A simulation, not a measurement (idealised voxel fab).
voxel self aligned contacts: a process module
Pictured: cross-section cut, 240 nm wide, on a grid of 5 nm square cells.
Throughout this document, each cross-section is represented as a grid of square cells and is presented as a sequence of bands enumerated from the top downward, where a band comprises one or more rows of cells. It is stipulated that each band's entry specify, in nanometres, the height of the top of the band and then that of its bottom, followed by the materials of the band in left-to-right sequence, each together with its width in nanometres. A single material marked by the word "all across" is understood to fill the band from edge to edge; the word "air" is understood to denote empty space. Measure heights from 0. That's the level where, below it, the as-received wafer is all one material. The lowest band is bottomless and extends downward; write it as in "0 nm and below". Width spec "30..40" -> top row of cells at first value, bottom row at second value, equal per-row change in between. When a step is marked "remained the same", none of the cells in the cross-section changed during that step. "Enclosed void listing" specifies each empty space that is not open to the top and that occupies no fewer than 8 cells, using the form width x height at distance, the distance measured from the left edge and all three quantities in nm. Past the settings on a step's line: simulator remark, on that step. On any step carrying a mask, the "overlay nm" setting, if present on the step's line, tells how far right of its planned place the mask lay; negative values point to the left.

[Process steps - plan]
1) op RECEIVE | material Si
2) op OXIDIZE | depth nm 5
3) op DIRECTIONAL_DEP | material polySi | thk nm 30
4) op DIRECTIONAL_DEP | material SiN | thk nm 20
5) op PATTERN | tone cover | mask id GATE | material resist | width nm 25 | pitch nm 70 | thk nm 20 | overlay nm 0
6) op DIRECTIONAL_ETCH | etch materials SiN | depth nm 20
7) op DIRECTIONAL_ETCH | etch materials polySi | depth nm 30
8) op STRIP | etch materials resist
9) op CONFORMAL_DEP | material SiN | thk nm 10
10) op DIRECTIONAL_ETCH | etch materials SiN | depth nm 10
11) op FILL_DEP | material SiO2 | thk nm 10
12) op CMP | height nm 55
13) op PATTERN | tone open | mask id CONTACT | material resist | width nm 55 | thk nm 15 | overlay nm 0
14) op DIRECTIONAL_ETCH | etch materials SiO2 | depth nm 60
15) op STRIP | etch materials resist
16) op CONFORMAL_DEP | material TiN | thk nm 5
17) op FILL_DEP | material W | thk nm 10
18) op CMP | height nm 55
19) op CONFORMAL_DEP | material SiCN | thk nm 5

[First out of two wafers; run went to plan]

[Shown in cross-section is the wafer as received, that is, as it stands after step 1]
    0 nm and below | Si all across
    Enclosed void listing: none

[Sectional view: wafer, after step 2]
    0 nm to -5 nm | SiO2 all across
    Everything below -5 is unchanged.

[Sectional view: wafer, after step 3]
    30 nm to 0 nm | polySi all across
    Everything below 0 is unchanged.

[Sectional view: wafer, after step 4]
    50 nm to 30 nm | SiN all across
    Everything below 30 is unchanged.

[Sectional view: wafer, after step 5]
    70 nm to 50 nm | air (70); resist (25); air (45); resist (25); air (75)
    Everything below 50 is unchanged.

[Sectional view: wafer, after step 6]
    70 nm to 50 nm | air (70); resist (25); air (45); resist (25); air (75)
    50 nm to 30 nm | air (70); SiN (25); air (45); SiN (25); air (75)
    Everything below 30 is unchanged.

[Sectional view: wafer, after step 7]
    70 nm to 50 nm | air (70); resist (25); air (45); resist (25); air (75)
    50 nm to 30 nm | air (70); SiN (25); air (45); SiN (25); air (75)
    30 nm to 0 nm | air (70); polySi (25); air (45); polySi (25); air (75)
    Everything below 0 is unchanged.

[Sectional view: wafer, after step 8]
    50 nm to 30 nm | air (70); SiN (25); air (45); SiN (25); air (75)
    Everything below 30 is unchanged.

[Sectional view: wafer, after step 9]
    60 nm to 30 nm | air (60); SiN (45); air (25); SiN (45); air (65)
    30 nm to 10 nm | air (60); SiN (10); polySi (25); SiN (10); air (25); SiN (10); polySi (25); SiN (10); air (65)
    10 nm to 0 nm | SiN (70); polySi (25); SiN (45); polySi (25); SiN (75)
    Everything below 0 is unchanged.

[Sectional view: wafer, after step 10]
    50 nm to 30 nm | air (60); SiN (45); air (25); SiN (45); air (65)
    30 nm to 0 nm | air (60); SiN (10); polySi (25); SiN (10); air (25); SiN (10); polySi (25); SiN (10); air (65)
    Everything below 0 is unchanged.

[Sectional view: wafer, after step 11]
    60 nm to 50 nm | SiO2 all across
    50 nm to 30 nm | SiO2 (60); SiN (45); SiO2 (25); SiN (45); SiO2 (65)
    30 nm to 0 nm | SiO2 (60); SiN (10); polySi (25); SiN (10); SiO2 (25); SiN (10); polySi (25); SiN (10); SiO2 (65)
    Everything below 0 is unchanged.

[Sectional view: wafer, after step 12]
    55 nm to 50 nm | SiO2 all across
    Everything below 50 is unchanged.

[Sectional view: wafer, after step 13]
    70 nm to 55 nm | resist (90); air (55); resist (95)
    Everything below 55 is unchanged.

[Sectional view: wafer, after step 14]
    70 nm to 55 nm | resist (90); air (55); resist (95)
    55 nm to 50 nm | SiO2 (90); air (55); SiO2 (95)
    50 nm to 30 nm | SiO2 (60); SiN (45); air (25); SiN (45); SiO2 (65)
    30 nm to 0 nm | SiO2 (60); SiN (10); polySi (25); SiN (10); air (25); SiN (10); polySi (25); SiN (10); SiO2 (65)
    0 nm to -5 nm | SiO2 (105); air (25); SiO2 (110)
    Everything below -5 is unchanged.

[Sectional view: wafer, after step 15]
    55 nm to 50 nm | SiO2 (90); air (55); SiO2 (95)
    Everything below 50 is unchanged.

[Sectional view: wafer, after step 16]
    60 nm to 55 nm | TiN (95); air (45); TiN (100)
    55 nm to 50 nm | SiO2 (90); TiN (20); air (15); TiN (20); SiO2 (95)
    50 nm to 30 nm | SiO2 (60); SiN (45); TiN (5); air (15); TiN (5); SiN (45); SiO2 (65)
    30 nm to 0 nm | SiO2 (60); SiN (10); polySi (25); SiN (10); TiN (5); air (15); TiN (5); SiN (10); polySi (25); SiN (10); SiO2 (65)
    0 nm to -5 nm | SiO2 (105); TiN (25); SiO2 (110)
    Everything below -5 is unchanged.

[Sectional view: wafer, after step 17]
    70 nm to 60 nm | W all across
    60 nm to 55 nm | TiN (95); W (45); TiN (100)
    55 nm to 50 nm | SiO2 (90); TiN (20); W (15); TiN (20); SiO2 (95)
    50 nm to 30 nm | SiO2 (60); SiN (45); TiN (5); W (15); TiN (5); SiN (45); SiO2 (65)
    30 nm to 0 nm | SiO2 (60); SiN (10); polySi (25); SiN (10); TiN (5); W (15); TiN (5); SiN (10); polySi (25); SiN (10); SiO2 (65)
    Everything below 0 is unchanged.

[Sectional view: wafer, after step 18]
    55 nm to 50 nm | SiO2 (90); TiN (20); W (15); TiN (20); SiO2 (95)
    Everything below 50 is unchanged.

[Sectional view: wafer, after step 19]
    60 nm to 55 nm | SiCN all across
    Everything below 55 is unchanged.

[Wafer two: like wafer one in start and plan, but with one mistake in execution; identical up to and including step 12]

[Cross-section, second wafer, at the end time the plan gives for step 13]
    70 nm to 55 nm | air (90); resist (55); air (95)
    Everything below 55 is unchanged.

[Cross-section, second wafer, at the end time the plan gives for step 14]
    70 nm to 55 nm | air (90); resist (55); air (95)
    55 nm to 50 nm | air (90); SiO2 (55); air (95)
    50 nm to 30 nm | air (60); SiN (45); SiO2 (25); SiN (45); air (65)
    30 nm to 0 nm | air (60); SiN (10); polySi (25); SiN (10); SiO2 (25); SiN (10); polySi (25); SiN (10); air (65)
    0 nm to -5 nm | air (60); SiO2 (115); air (65)
    Everything below -5 is unchanged.

[Cross-section, second wafer, at the end time the plan gives for step 15]
    55 nm to 50 nm | air (90); SiO2 (55); air (95)
    Everything below 50 is unchanged.

[Cross-section, second wafer, at the end time the plan gives for step 16]
    60 nm to 55 nm | air (85); TiN (65); air (90)
    55 nm to 50 nm | air (55); TiN (35); SiO2 (55); TiN (35); air (60)
    50 nm to 30 nm | air (55); TiN (5); SiN (45); SiO2 (25); SiN (45); TiN (5); air (60)
    30 nm to 0 nm | air (55); TiN (5); SiN (10); polySi (25); SiN (10); SiO2 (25); SiN (10); polySi (25); SiN (10); TiN (5); air (60)
    0 nm to -5 nm | TiN (60); SiO2 (115); TiN (65)
    Everything below -5 is unchanged.

[Cross-section, second wafer, at the end time the plan gives for step 17]
    70 nm to 60 nm | W all across
    60 nm to 55 nm | W (85); TiN (65); W (90)
    55 nm to 50 nm | W (55); TiN (35); SiO2 (55); TiN (35); W (60)
    50 nm to 30 nm | W (55); TiN (5); SiN (45); SiO2 (25); SiN (45); TiN (5); W (60)
    30 nm to 0 nm | W (55); TiN (5); SiN (10); polySi (25); SiN (10); SiO2 (25); SiN (10); polySi (25); SiN (10); TiN (5); W (60)
    Everything below 0 is unchanged.

[Cross-section, second wafer, at the end time the plan gives for step 18]
    55 nm to 50 nm | W (55); TiN (35); SiO2 (55); TiN (35); W (60)
    Everything below 50 is unchanged.

[Cross-section, second wafer, at the end time the plan gives for step 19]
    60 nm to 55 nm | SiCN all across
    Everything below 55 is unchanged.
Error vs. plan: step 13 was run on a setting that differed from the plan, and what really ran there is op PATTERN | tone cover | mask id CONTACT | material resist | width nm 55 | thk nm 15 | overlay nm 0
Final tally in cells, some materials are higher or lower on the second wafer than on the first: 246 fewer of SiO2 | 26 more of TiN | 220 more of W
